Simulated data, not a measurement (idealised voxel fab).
Proc. module: voxel spacer lines
It is cross-section cut that appears here, measuring 230 nm in width, its square cells being 5 nm in size.
A cross-section is written here as square cells arranged in a grid, and it is given in bands from the top down, each band taking up one or more rows of cells.
Top, bottom (nm), then materials left to right with widths (nm); lone material tagged "everywhere" fills the whole band edge to edge; "blank" = empty space.
For the purposes of this specification, 0 denotes the height below which the wafer in its as-received condition is composed wholly of one material, and the lowermost band, lacking a lower limit, extends downward without end, as expressed in "0 down".
Top row gets the first number, bottom row gets the second, and each row in between changes by the same step: that is how a band width like "30..40" works.
When a step is marked "stayed the same", none of the cells in the cross-section changed during that step.
If an empty space has no open way to the top and is at least 8 cells in size, "Trapped void list" lists it, written width x height at distance, where distance is measured from the left edge and every value is in nm.
If you see something after the settings on a step's line, that's the simulator's own remark about that step.
overlay nm: mask offset rightward from planned place, masked step; negative means leftward offset.
Before/after cross-section pairs, one process step each; after shown to lowest changed band; step and settings beneath. Pairs may be from different runs of this module on the same starting wafer; a pair continues from the one above only where its "State on entry" entry says so.

State on entry
  0 down = Si everywhere
  Trapped void list: none

Post-Step Snapshot
  5 to 0 = SiO2 everywhere
  Everything under 0 stays put, no change at all.
  Trapped void list: none
Between before and after above, the operation and settings are CONFORMAL_DEP | material SiO2 | thk nm 5

State on entry: see the after view in the pair directly above.

Post-Step Snapshot
  15 to 5 = polySi everywhere
  Everything under 5 stays put, no change at all.
  Trapped void list: none
Between before and after above, the operation and settings are DIRECTIONAL_DEP | material polySi | thk nm 10

State on entry: see the after view in the pair directly above.

Post-Step Snapshot
  35 to 15 = aC everywhere
  Everything under 15 stays put, no change at all.
  Trapped void list: none
Between before and after above, the operation and settings are DIRECTIONAL_DEP | material aC | thk nm 20

State on entry: see the after view in the pair directly above.

Post-Step Snapshot
  60 to 35 = blank (70), resist (20), blank (50), resist (20), blank (70)
  Everything under 35 stays put, no change at all.
  Trapped void list: none
Between before and after above, the operation and settings are PATTERN | tone cover | mask id MANDREL | material resist | width nm 20 | pitch nm 70 | thk nm 25 | overlay nm 0

State on entry: see the after view in the pair directly above.

Post-Step Snapshot
  40 to 35 = blank (70), resist (20), blank (50), resist (20), blank (70)
  35 to 15 = blank (70), aC (20), blank (50), aC (20), blank (70)
  Everything under 15 stays put, no change at all.
  Trapped void list: none
Between before and after above, the operation and settings are DIRECTIONAL_ETCH | etch materials aC | depth nm 20

State on entry: see the after view in the pair directly above.

Post-Step Snapshot
  35 to 15 = blank (70), aC (20), blank (50), aC (20), blank (70)
  Everything under 15 stays put, no change at all.
  Trapped void list: none
Between before and after above, the operation and settings are STRIP | etch materials resist

State on entry: see the after view in the pair directly above.

Post-Step Snapshot
  50 to 35 = blank (55), SiN (50), blank (20), SiN (50), blank (55)
  35 to 30 = blank (55), SiN (15), aC (20), SiN (15), blank (20), SiN (15), aC (20), SiN (15), blank (55)
  30 to 15 = SiN (70), aC (20), SiN (50), aC (20), SiN (70)
  Everything under 15 stays put, no change at all.
  Trapped void list: none
Between before and after above, the operation and settings are CONFORMAL_DEP | material SiN | thk nm 15

State on entry: see the after view in the pair directly above.

Post-Step Snapshot
  35 to 15 = blank (55), SiN (15), aC (20), SiN (15), blank (20), SiN (15), aC (20), SiN (15), blank (55)
  Everything under 15 stays put, no change at all.
  Trapped void list: none
Between before and after above, the operation and settings are DIRECTIONAL_ETCH | etch materials SiN | depth nm 15

State on entry: see the after view in the pair directly above.

Post-Step Snapshot
  35 to 15 = blank (55), SiN (15), blank (20), SiN (15), blank (20), SiN (15), blank (20), SiN (15), blank (55)
  Everything under 15 stays put, no change at all.
  Trapped void list: none
Between before and after above, the operation and settings are STRIP | etch materials aC

State on entry: see the after view in the pair directly above.

Post-Step Snapshot
  35 to 15 = blank (55), SiN (15), blank (20), SiN (15), blank (20), SiN (15), blank (20), SiN (15), blank (55)
  15 to 5 = blank (55), polySi (15), blank (20), polySi (15), blank (20), polySi (15), blank (20), polySi (15), blank (55)
  Everything under 5 stays put, no change at all.
  Trapped void list: none
Between before and after above, the operation and settings are DIRECTIONAL_ETCH | etch materials polySi | depth nm 10

State on entry: see the after view in the pair directly above.

Post-Step Snapshot
  15 to 5 = blank (55), polySi (15), blank (20), polySi (15), blank (20), polySi (15), blank (20), polySi (15), blank (55)
  Everything under 5 stays put, no change at all.
  Trapped void list: none
Between before and after above, the operation and settings are STRIP | etch materials SiN

State on entry: see the after view in the pair directly above.

Post-Step Snapshot
  25 to 15 = lowk everywhere
  15 to 5 = lowk (55), polySi (15), lowk (20), polySi (15), lowk (20), polySi (15), lowk (20), polySi (15), lowk (55)
  Everything under 5 stays put, no change at all.
  Trapped void list: none
Between before and after above, the operation and settings are FILL_DEP | material lowk | thk nm 10

State on entry: see the after view in the pair directly above.

Post-Step Snapshot
  15 to 5 = lowk (55), polySi (15), lowk (20), polySi (15), lowk (20), polySi (15), lowk (20), polySi (15), lowk (55)
  Everything under 5 stays put, no change at all.
  Trapped void list: none
Between before and after above, the operation and settings are CMP | height nm 15

State on entry
  0 down = Si everywhere
  Trapped void list: none

Post-Step Snapshot
  10 to 0 = polySi everywhere
  Everything under 0 stays put, no change at all.
  Trapped void list: none
Between before and after above, the operation and settings are DIRECTIONAL_DEP | material polySi | thk nm 10

State on entry: see the after view in the pair directly above.

Post-Step Snapshot
  30 to 10 = aC everywhere
  Everything under 10 stays put, no change at all.
  Trapped void list: none
Between before and after above, the operation and settings are DIRECTIONAL_DEP | material aC | thk nm 20

State on entry: see the after view in the pair directly above.

Post-Step Snapshot
  55 to 30 = blank (70), resist (20), blank (50), resist (20), blank (70)
  Everything under 30 stays put, no change at all.
  Trapped void list: none
Between before and after above, the operation and settings are PATTERN | tone cover | mask id MANDREL | material resist | width nm 20 | pitch nm 70 | thk nm 25 | overlay nm 0

State on entry: see the after view in the pair directly above.

Post-Step Snapshot
  35 to 30 = blank (70), resist (20), blank (50), resist (20), blank (70)
  30 to 10 = blank (70), aC (20), blank (50), aC (20), blank (70)
  Everything under 10 stays put, no change at all.
  Trapped void list: none
Between before and after above, the operation and settings are DIRECTIONAL_ETCH | etch materials aC | depth nm 20

State on entry: see the after view in the pair directly above.

Post-Step Snapshot
  30 to 10 = blank (70), aC (20), blank (50), aC (20), blank (70)
  Everything under 10 stays put, no change at all.
  Trapped void list: none
Between before and after above, the operation and settings are STRIP | etch materials resist

State on entry: see the after view in the pair directly above.

Post-Step Snapshot
  45 to 30 = blank (55), SiN (50), blank (20), SiN (50), blank (55)
  30 to 25 = blank (55), SiN (15), aC (20), SiN (15), blank (20), SiN (15), aC (20), SiN (15), blank (55)
  25 to 10 = SiN (70), aC (20), SiN (50), aC (20), SiN (70)
  Everything under 10 stays put, no change at all.
  Trapped void list: none
Between before and after above, the operation and settings are CONFORMAL_DEP | material SiN | thk nm 15

State on entry: see the after view in the pair directly above.

Post-Step Snapshot
  30 to 10 = blank (55), SiN (15), aC (20), SiN (15), blank (20), SiN (15), aC (20), SiN (15), blank (55)
  Everything under 10 stays put, no change at all.
  Trapped void list: none
Between before and after above, the operation and settings are DIRECTIONAL_ETCH | etch materials SiN | depth nm 15

State on entry: see the after view in the pair directly above.

Post-Step Snapshot
  30 to 10 = blank (55), SiN (15), blank (20), SiN (15), blank (20), SiN (15), blank (20), SiN (15), blank (55)
  Everything under 10 stays put, no change at all.
  Trapped void list: none
Between before and after above, the operation and settings are STRIP | etch materials aC

State on entry: see the after view in the pair directly above.

Post-Step Snapshot
  30 to 10 = blank (55), SiN (15), blank (20), SiN (15), blank (20), SiN (15), blank (20), SiN (15), blank (55)
  10 to 0 = blank (55), polySi (15), blank (20), polySi (15), blank (20), polySi (15), blank (20), polySi (15), blank (55)
  Everything under 0 stays put, no change at all.
  Trapped void list: none
Between before and after above, the operation and settings are DIRECTIONAL_ETCH | etch materials polySi | depth nm 10

State on entry: see the after view in the pair directly above.

Post-Step Snapshot
  10 to 0 = blank (55), polySi (15), blank (20), polySi (15), blank (20), polySi (15), blank (20), polySi (15), blank (55)
  Everything under 0 stays put, no change at all.
  Trapped void list: none
Between before and after above, the operation and settings are STRIP | etch materials SiN

State on entry: see the after view in the pair directly above.

Post-Step Snapshot
  20 to 10 = lowk everywhere
  10 to 0 = lowk (55), polySi (15), lowk (20), polySi (15), lowk (20), polySi (15), lowk (20), polySi (15), lowk (55)
  Everything under 0 stays put, no change at all.
  Trapped void list: none
Between before and after above, the operation and settings are FILL_DEP | material lowk | thk nm 10

State on entry: see the after view in the pair directly above.

Post-Step Snapshot
  15 to 10 = lowk everywhere
  Everything under 10 stays put, no change at all.
  Trapped void list: none
Between before and after above, the operation and settings are CMP | height nm 15

State on entry
  25 to 15 = lowk everywhere
  15 to 5 = lowk (55), polySi (15), lowk (20), polySi (15), lowk (20), polySi (15), lowk (20), polySi (15), lowk (55)
  5 to 0 = SiO2 everywhere
  0 down = Si everywhere
  Trapped void list: none

Post-Step Snapshot
  35 to 15 = lowk everywhere
  Everything under 15 stays put, no change at all.
  Trapped void list: none
Between before and after above, the operation and settings are FILL_DEP | material lowk | thk nm 10

State on entry: see the after view in the pair directly above.

Post-Step Snapshot
  15 to 5 = lowk (55), polySi (15), lowk (20), polySi (15), lowk (20), polySi (15), lowk (20), polySi (15), lowk (55)
  Everything under 5 stays put, no change at all.
  Trapped void list: none
Between before and after above, the operation and settings are CMP | height nm 15

State on entry
  10 to 0 = polySi everywhere
  0 down = Si everywhere
  Trapped void list: none

Post-Step Snapshot
  15 to 10 = SiO2 everywhere
  Everything under 10 stays put, no change at all.
  Trapped void list: none
Between before and after above, the operation and settings are CONFORMAL_DEP | material SiO2 | thk nm 5

State on entry: see the after view in the pair directly above.

Post-Step Snapshot
  35 to 15 = aC everywhere
  Everything under 15 stays put, no change at all.
  Trapped void list: none
Between before and after above, the operation and settings are DIRECTIONAL_DEP | material aC | thk nm 20

State on entry: see the after view in the pair directly above.

Post-Step Snapshot
  60 to 35 = blank (70), resist (20), blank (50), resist (20), blank (70)
  Everything under 35 stays put, no change at all.
  Trapped void list: none
Between before and after above, the operation and settings are PATTERN | tone cover | mask id MANDREL | material resist | width nm 20 | pitch nm 70 | thk nm 25 | overlay nm 0

State on entry: see the after view in the pair directly above.

Post-Step Snapshot
  40 to 35 = blank (70), resist (20), blank (50), resist (20), blank (70)
  35 to 15 = blank (70), aC (20), blank (50), aC (20), blank (70)
  Everything under 15 stays put, no change at all.
  Trapped void list: none
Between before and after above, the operation and settings are DIRECTIONAL_ETCH | etch materials aC | depth nm 20

State on entry: see the after view in the pair directly above.

Post-Step Snapshot
  35 to 15 = blank (70), aC (20), blank (50), aC (20), blank (70)
  Everything under 15 stays put, no change at all.
  Trapped void list: none
Between before and after above, the operation and settings are STRIP | etch materials resist

State on entry: see the after view in the pair directly above.

Post-Step Snapshot
  50 to 35 = blank (55), SiN (50), blank (20), SiN (50), blank (55)
  35 to 30 = blank (55), SiN (15), aC (20), SiN (15), blank (20), SiN (15), aC (20), SiN (15), blank (55)
  30 to 15 = SiN (70), aC (20), SiN (50), aC (20), SiN (70)
  Everything under 15 stays put, no change at all.
  Trapped void list: none
Between before and after above, the operation and settings are CONFORMAL_DEP | material SiN | thk nm 15

State on entry: see the after view in the pair directly above.

Post-Step Snapshot
  35 to 15 = blank (55), SiN (15), aC (20), SiN (15), blank (20), SiN (15), aC (20), SiN (15), blank (55)
  Everything under 15 stays put, no change at all.
  Trapped void list: none
Between before and after above, the operation and settings are DIRECTIONAL_ETCH | etch materials SiN | depth nm 15

State on entry: see the after view in the pair directly above.

Post-Step Snapshot
  35 to 15 = blank (55), SiN (15), blank (20), SiN (15), blank (20), SiN (15), blank (20), SiN (15), blank (55)
  Everything under 15 stays put, no change at all.
  Trapped void list: none
Between before and after above, the operation and settings are STRIP | etch materials aC

State on entry: see the after view in the pair directly above.

Post-Step Snapshot
  15 to 10 = SiO2 everywhere
  Everything under 10 stays put, no change at all.
  Trapped void list: none
Between before and after above, the operation and settings are STRIP | etch materials SiN

State on entry: see the after view in the pair directly above.

Post-Step Snapshot
  25 to 15 = lowk everywhere
  Everything under 15 stays put, no change at all.
  Trapped void list: none
Between before and after above, the operation and settings are FILL_DEP | material lowk | thk nm 10

State on entry: see the after view in the pair directly above.

Post-Step Snapshot
  15 to 10 = SiO2 everywhere
  Everything under 10 stays put, no change at all.
  Trapped void list: none
Between before and after above, the operation and settings are CMP | height nm 15

State on entry
  5 to 0 = SiO2 everywhere
  0 down = Si everywhere
  Trapped void list: none

Post-Step Snapshot
  10 to 5 = polySi everywhere
  Everything under 5 stays put, no change at all.
  Trapped void list: none
Between before and after above, the operation and settings are DIRECTIONAL_DEP | material polySi | thk nm 5

State on entry: see the after view in the pair directly above.

Post-Step Snapshot
  30 to 10 = aC everywhere
  Everything under 10 stays put, no change at all.
  Trapped void list: none
Between before and after above, the operation and settings are DIRECTIONAL_DEP | material aC | thk nm 20

State on entry: see the after view in the pair directly above.

Post-Step Snapshot
  55 to 30 = blank (70), resist (20), blank (50), resist (20), blank (70)
  Everything under 30 stays put, no change at all.
  Trapped void list: none
Between before and after above, the operation and settings are PATTERN | tone cover | mask id MANDREL | material resist | width nm 20 | pitch nm 70 | thk nm 25 | overlay nm 0

State on entry: see the after view in the pair directly above.

Post-Step Snapshot
  35 to 30 = blank (70), resist (20), blank (50), resist (20), blank (70)
  30 to 10 = blank (70), aC (20), blank (50), aC (20), blank (70)
  Everything under 10 stays put, no change at all.
  Trapped void list: none
Between before and after above, the operation and settings are DIRECTIONAL_ETCH | etch materials aC | depth nm 20

State on entry: see the after view in the pair directly above.

Post-Step Snapshot
  30 to 10 = blank (70), aC (20), blank (50), aC (20), blank (70)
  Everything under 10 stays put, no change at all.
  Trapped void list: none
Between before and after above, the operation and settings are STRIP | etch materials resist

State on entry: see the after view in the pair directly above.

Post-Step Snapshot
  45 to 30 = blank (55), SiN (50), blank (20), SiN (50), blank (55)
  30 to 25 = blank (55), SiN (15), aC (20), SiN (15), blank (20), SiN (15), aC (20), SiN (15), blank (55)
  25 to 10 = SiN (70), aC (20), SiN (50), aC (20), SiN (70)
  Everything under 10 stays put, no change at all.
  Trapped void list: none
Between before and after above, the operation and settings are CONFORMAL_DEP | material SiN | thk nm 15

State on entry: see the after view in the pair directly above.

Post-Step Snapshot
  30 to 10 = blank (55), SiN (15), aC (20), SiN (15), blank (20), SiN (15), aC (20), SiN (15), blank (55)
  Everything under 10 stays put, no change at all.
  Trapped void list: none
Between before and after above, the operation and settings are DIRECTIONAL_ETCH | etch materials SiN | depth nm 15

State on entry: see the after view in the pair directly above.

Post-Step Snapshot
  30 to 10 = blank (55), SiN (15), blank (20), SiN (15), blank (20), SiN (15), blank (20), SiN (15), blank (55)
  Everything under 10 stays put, no change at all.
  Trapped void list: none
Between before and after above, the operation and settings are STRIP | etch materials aC

State on entry: see the after view in the pair directly above.

Post-Step Snapshot
  30 to 10 = blank (55), SiN (15), blank (20), SiN (15), blank (20), SiN (15), blank (20), SiN (15), blank (55)
  10 to 5 = blank (55), polySi (15), blank (20), polySi (15), blank (20), polySi (15), blank (20), polySi (15), blank (55)
  Everything under 5 stays put, no change at all.
  Trapped void list: none
Between before and after above, the operation and settings are DIRECTIONAL_ETCH | etch materials polySi | depth nm 10

State on entry: see the after view in the pair directly above.

Post-Step Snapshot
  10 to 5 = blank (55), polySi (15), blank (20), polySi (15), blank (20), polySi (15), blank (20), polySi (15), blank (55)
  Everything under 5 stays put, no change at all.
  Trapped void list: none
Between before and after above, the operation and settings are STRIP | etch materials SiN

State on entry: see the after view in the pair directly above.

Post-Step Snapshot
  20 to 10 = lowk everywhere
  10 to 5 = lowk (55), polySi (15), lowk (20), polySi (15), lowk (20), polySi (15), lowk (20), polySi (15), lowk (55)
  Everything under 5 stays put, no change at all.
  Trapped void list: none
Between before and after above, the operation and settings are FILL_DEP | material lowk | thk nm 10

State on entry: see the after view in the pair directly above.

Post-Step Snapshot
  15 to 10 = lowk everywhere
  Everything under 10 stays put, no change at all.
  Trapped void list: none
Between before and after above, the operation and settings are CMP | height nm 15

State on entry
  35 to 15 = aC everywhere
  15 to 5 = polySi everywhere
  5 to 0 = SiO2 everywhere
  0 down = Si everywhere
  Trapped void list: none

Post-Step Snapshot
  60 to 35 = blank (65), resist (30), blank (40), resist (30), blank (65)
  Everything under 35 stays put, no change at all.
  Trapped void list: none
Between before and after above, the operation and settings are PATTERN | tone cover | mask id MANDREL | material resist | width nm 30 | pitch nm 70 | thk nm 25 | overlay nm 0

State on entry: see the after view in the pair directly above.

Post-Step Snapshot
  40 to 35 = blank (65), resist (30), blank (40), resist (30), blank (65)
  35 to 15 = blank (65), aC (30), blank (40), aC (30), blank (65)
  Everything under 15 stays put, no change at all.
  Trapped void list: none
Between before and after above, the operation and settings are DIRECTIONAL_ETCH | etch materials aC | depth nm 20

State on entry: see the after view in the pair directly above.

Post-Step Snapshot
  35 to 15 = blank (65), aC (30), blank (40), aC (30), blank (65)
  Everything under 15 stays put, no change at all.
  Trapped void list: none
Between before and after above, the operation and settings are STRIP | etch materials resist

State on entry: see the after view in the pair directly above.

Post-Step Snapshot
  50 to 35 = blank (50), SiN (60), blank (10), SiN (60), blank (50)
  35 to 30 = blank (50), SiN (15), aC (30), SiN (15), blank (10), SiN (15), aC (30), SiN (15), blank (50)
  30 to 15 = SiN (65), aC (30), SiN (40), aC (30), SiN (65)
  Everything under 15 stays put, no change at all.
  Trapped void list: none
Between before and after above, the operation and settings are CONFORMAL_DEP | material SiN | thk nm 15

State on entry: see the after view in the pair directly above.

Post-Step Snapshot
  35 to 15 = blank (50), SiN (15), aC (30), SiN (15), blank (10), SiN (15), aC (30), SiN (15), blank (50)
  Everything under 15 stays put, no change at all.
  Trapped void list: none
Between before and after above, the operation and settings are DIRECTIONAL_ETCH | etch materials SiN | depth nm 15

State on entry: see the after view in the pair directly above.

Post-Step Snapshot
  35 to 15 = blank (50), SiN (15), blank (30), SiN (15), blank (10), SiN (15), blank (30), SiN (15), blank (50)
  Everything under 15 stays put, no change at all.
  Trapped void list: none
Between before and after above, the operation and settings are STRIP | etch materials aC

State on entry: see the after view in the pair directly above.

Post-Step Snapshot
  35 to 15 = blank (50), SiN (15), blank (30), SiN (15), blank (10), SiN (15), blank (30), SiN (15), blank (50)
  15 to 5 = blank (50), polySi (15), blank (30), polySi (15), blank (10), polySi (15), blank (30), polySi (15), blank (50)
  Everything under 5 stays put, no change at all.
  Trapped void list: none
Between before and after above, the operation and settings are DIRECTIONAL_ETCH | etch materials polySi | depth nm 10

State on entry: see the after view in the pair directly above.

Post-Step Snapshot
  15 to 5 = blank (50), polySi (15), blank (30), polySi (15), blank (10), polySi (15), blank (30), polySi (15), blank (50)
  Everything under 5 stays put, no change at all.
  Trapped void list: none
Between before and after above, the operation and settings are STRIP | etch materials SiN

State on entry: see the after view in the pair directly above.

Post-Step Snapshot
  25 to 15 = lowk everywhere
  15 to 5 = lowk (50), polySi (15), lowk (30), polySi (15), lowk (10), polySi (15), lowk (30), polySi (15), lowk (50)
  Everything under 5 stays put, no change at all.
  Trapped void list: none
Between before and after above, the operation and settings are FILL_DEP | material lowk | thk nm 10

State on entry: see the after view in the pair directly above.

Post-Step Snapshot
  15 to 5 = lowk (50), polySi (15), lowk (30), polySi (15), lowk (10), polySi (15), lowk (30), polySi (15), lowk (50)
  Everything under 5 stays put, no change at all.
  Trapped void list: none
Between before and after above, the operation and settings are CMP | height nm 15

State on entry
  35 to 15 = aC everywhere
  15 to 5 = polySi everywhere
  5 to 0 = SiO2 everywhere
  0 down = Si everywhere
  Trapped void list: none

Post-Step Snapshot
  60 to 35 = blank (80), resist (20), blank (50), resist (20), blank (60)
  Everything under 35 stays put, no change at all.
  Trapped void list: none
Between before and after above, the operation and settings are PATTERN | tone cover | mask id MANDREL | material resist | width nm 20 | pitch nm 70 | thk nm 25 | overlay nm 10

State on entry: see the after view in the pair directly above.

Post-Step Snapshot
  40 to 35 = blank (80), resist (20), blank (50), resist (20), blank (60)
  35 to 15 = blank (80), aC (20), blank (50), aC (20), blank (60)
  Everything under 15 stays put, no change at all.
  Trapped void list: none
Between before and after above, the operation and settings are DIRECTIONAL_ETCH | etch materials aC | depth nm 20

State on entry: see the after view in the pair directly above.

Post-Step Snapshot
  35 to 15 = blank (80), aC (20), blank (50), aC (20), blank (60)
  Everything under 15 stays put, no change at all.
  Trapped void list: none
Between before and after above, the operation and settings are STRIP | etch materials resist

State on entry: see the after view in the pair directly above.

Post-Step Snapshot
  50 to 35 = blank (65), SiN (50), blank (20), SiN (50), blank (45)
  35 to 30 = blank (65), SiN (15), aC (20), SiN (15), blank (20), SiN (15), aC (20), SiN (15), blank (45)
  30 to 15 = SiN (80), aC (20), SiN (50), aC (20), SiN (60)
  Everything under 15 stays put, no change at all.
  Trapped void list: none
Between before and after above, the operation and settings are CONFORMAL_DEP | material SiN | thk nm 15

State on entry: see the after view in the pair directly above.

Post-Step Snapshot
  35 to 15 = blank (65), SiN (15), aC (20), SiN (15), blank (20), SiN (15), aC (20), SiN (15), blank (45)
  Everything under 15 stays put, no change at all.
  Trapped void list: none
Between before and after above, the operation and settings are DIRECTIONAL_ETCH | etch materials SiN | depth nm 15

State on entry: see the after view in the pair directly above.

Post-Step Snapshot
  35 to 15 = blank (65), SiN (15), blank (20), SiN (15), blank (20), SiN (15), blank (20), SiN (15), blank (45)
  Everything under 15 stays put, no change at all.
  Trapped void list: none
Between before and after above, the operation and settings are STRIP | etch materials aC

State on entry: see the after view in the pair directly above.

Post-Step Snapshot
  35 to 15 = blank (65), SiN (15), blank (20), SiN (15), blank (20), SiN (15), blank (20), SiN (15), blank (45)
  15 to 5 = blank (65), polySi (15), blank (20), polySi (15), blank (20), polySi (15), blank (20), polySi (15), blank (45)
  Everything under 5 stays put, no change at all.
  Trapped void list: none
Between before and after above, the operation and settings are DIRECTIONAL_ETCH | etch materials polySi | depth nm 10

State on entry: see the after view in the pair directly above.

Post-Step Snapshot
  15 to 5 = blank (65), polySi (15), blank (20), polySi (15), blank (20), polySi (15), blank (20), polySi (15), blank (45)
  Everything under 5 stays put, no change at all.
  Trapped void list: none
Between before and after above, the operation and settings are STRIP | etch materials SiN

State on entry: see the after view in the pair directly above.

Post-Step Snapshot
  25 to 15 = lowk everywhere
  15 to 5 = lowk (65), polySi (15), lowk (20), polySi (15), lowk (20), polySi (15), lowk (20), polySi (15), lowk (45)
  Everything under 5 stays put, no change at all.
  Trapped void list: none
Between before and after above, the operation and settings are FILL_DEP | material lowk | thk nm 10

State on entry: see the after view in the pair directly above.

Post-Step Snapshot
  15 to 5 = lowk (65), polySi (15), lowk (20), polySi (15), lowk (20), polySi (15), lowk (20), polySi (15), lowk (45)
  Everything under 5 stays put, no change at all.
  Trapped void list: none
Between before and after above, the operation and settings are CMP | height nm 15

State on entry
  0 down = Si everywhere
  Trapped void list: none

Post-Step Snapshot
  5 to 0 = lowk everywhere
  Everything under 0 stays put, no change at all.
  Trapped void list: none
Between before and after above, the operation and settings are CONFORMAL_DEP | material lowk | thk nm 5

State on entry: see the after view in the pair directly above.

Post-Step Snapshot
  15 to 5 = polySi everywhere
  Everything under 5 stays put, no change at all.
  Trapped void list: none
Between before and after above, the operation and settings are DIRECTIONAL_DEP | material polySi | thk nm 10

State on entry: see the after view in the pair directly above.

Post-Step Snapshot
  35 to 15 = aC everywhere
  Everything under 15 stays put, no change at all.
  Trapped void list: none
Between before and after above, the operation and settings are DIRECTIONAL_DEP | material aC | thk nm 20

State on entry: see the after view in the pair directly above.

Post-Step Snapshot
  60 to 35 = blank (70), resist (20), blank (50), resist (20), blank (70)
  Everything under 35 stays put, no change at all.
  Trapped void list: none
Between before and after above, the operation and settings are PATTERN | tone cover | mask id MANDREL | material resist | width nm 20 | pitch nm 70 | thk nm 25 | overlay nm 0

State on entry: see the after view in the pair directly above.

Post-Step Snapshot
  40 to 35 = blank (70), resist (20), blank (50), resist (20), blank (70)
  35 to 15 = blank (70), aC (20), blank (50), aC (20), blank (70)
  Everything under 15 stays put, no change at all.
  Trapped void list: none
Between before and after above, the operation and settings are DIRECTIONAL_ETCH | etch materials aC | depth nm 20

State on entry: see the after view in the pair directly above.

Post-Step Snapshot
  35 to 15 = blank (70), aC (20), blank (50), aC (20), blank (70)
  Everything under 15 stays put, no change at all.
  Trapped void list: none
Between before and after above, the operation and settings are STRIP | etch materials resist

State on entry: see the after view in the pair directly above.

Post-Step Snapshot
  50 to 35 = blank (55), SiN (50), blank (20), SiN (50), blank (55)
  35 to 30 = blank (55), SiN (15), aC (20), SiN (15), blank (20), SiN (15), aC (20), SiN (15), blank (55)
  30 to 15 = SiN (70), aC (20), SiN (50), aC (20), SiN (70)
  Everything under 15 stays put, no change at all.
  Trapped void list: none
Between before and after above, the operation and settings are CONFORMAL_DEP | material SiN | thk nm 15

State on entry: see the after view in the pair directly above.

Post-Step Snapshot
  35 to 15 = blank (55), SiN (15), aC (20), SiN (15), blank (20), SiN (15), aC (20), SiN (15), blank (55)
  Everything under 15 stays put, no change at all.
  Trapped void list: none
Between before and after above, the operation and settings are DIRECTIONAL_ETCH | etch materials SiN | depth nm 15

State on entry: see the after view in the pair directly above.

Post-Step Snapshot
  35 to 15 = blank (55), SiN (15), blank (20), SiN (15), blank (20), SiN (15), blank (20), SiN (15), blank (55)
  Everything under 15 stays put, no change at all.
  Trapped void list: none
Between before and after above, the operation and settings are STRIP | etch materials aC

State on entry: see the after view in the pair directly above.

Post-Step Snapshot
  35 to 15 = blank (55), SiN (15), blank (20), SiN (15), blank (20), SiN (15), blank (20), SiN (15), blank (55)
  15 to 5 = blank (55), polySi (15), blank (20), polySi (15), blank (20), polySi (15), blank (20), polySi (15), blank (55)
  Everything under 5 stays put, no change at all.
  Trapped void list: none
Between before and after above, the operation and settings are DIRECTIONAL_ETCH | etch materials polySi | depth nm 10

State on entry: see the after view in the pair directly above.

Post-Step Snapshot
  15 to 5 = blank (55), polySi (15), blank (20), polySi (15), blank (20), polySi (15), blank (20), polySi (15), blank (55)
  Everything under 5 stays put, no change at all.
  Trapped void list: none
Between before and after above, the operation and settings are STRIP | etch materials SiN

State on entry: see the after view in the pair directly above.

Post-Step Snapshot
  25 to 15 = lowk everywhere
  15 to 5 = lowk (55), polySi (15), lowk (20), polySi (15), lowk (20), polySi (15), lowk (20), polySi (15), lowk (55)
  Everything under 5 stays put, no change at all.
  Trapped void list: none
Between before and after above, the operation and settings are FILL_DEP | material lowk | thk nm 10

State on entry: see the after view in the pair directly above.

Post-Step Snapshot
  15 to 5 = lowk (55), polySi (15), lowk (20), polySi (15), lowk (20), polySi (15), lowk (20), polySi (15), lowk (55)
  Everything under 5 stays put, no change at all.
  Trapped void list: none
Between before and after above, the operation and settings are CMP | height nm 15
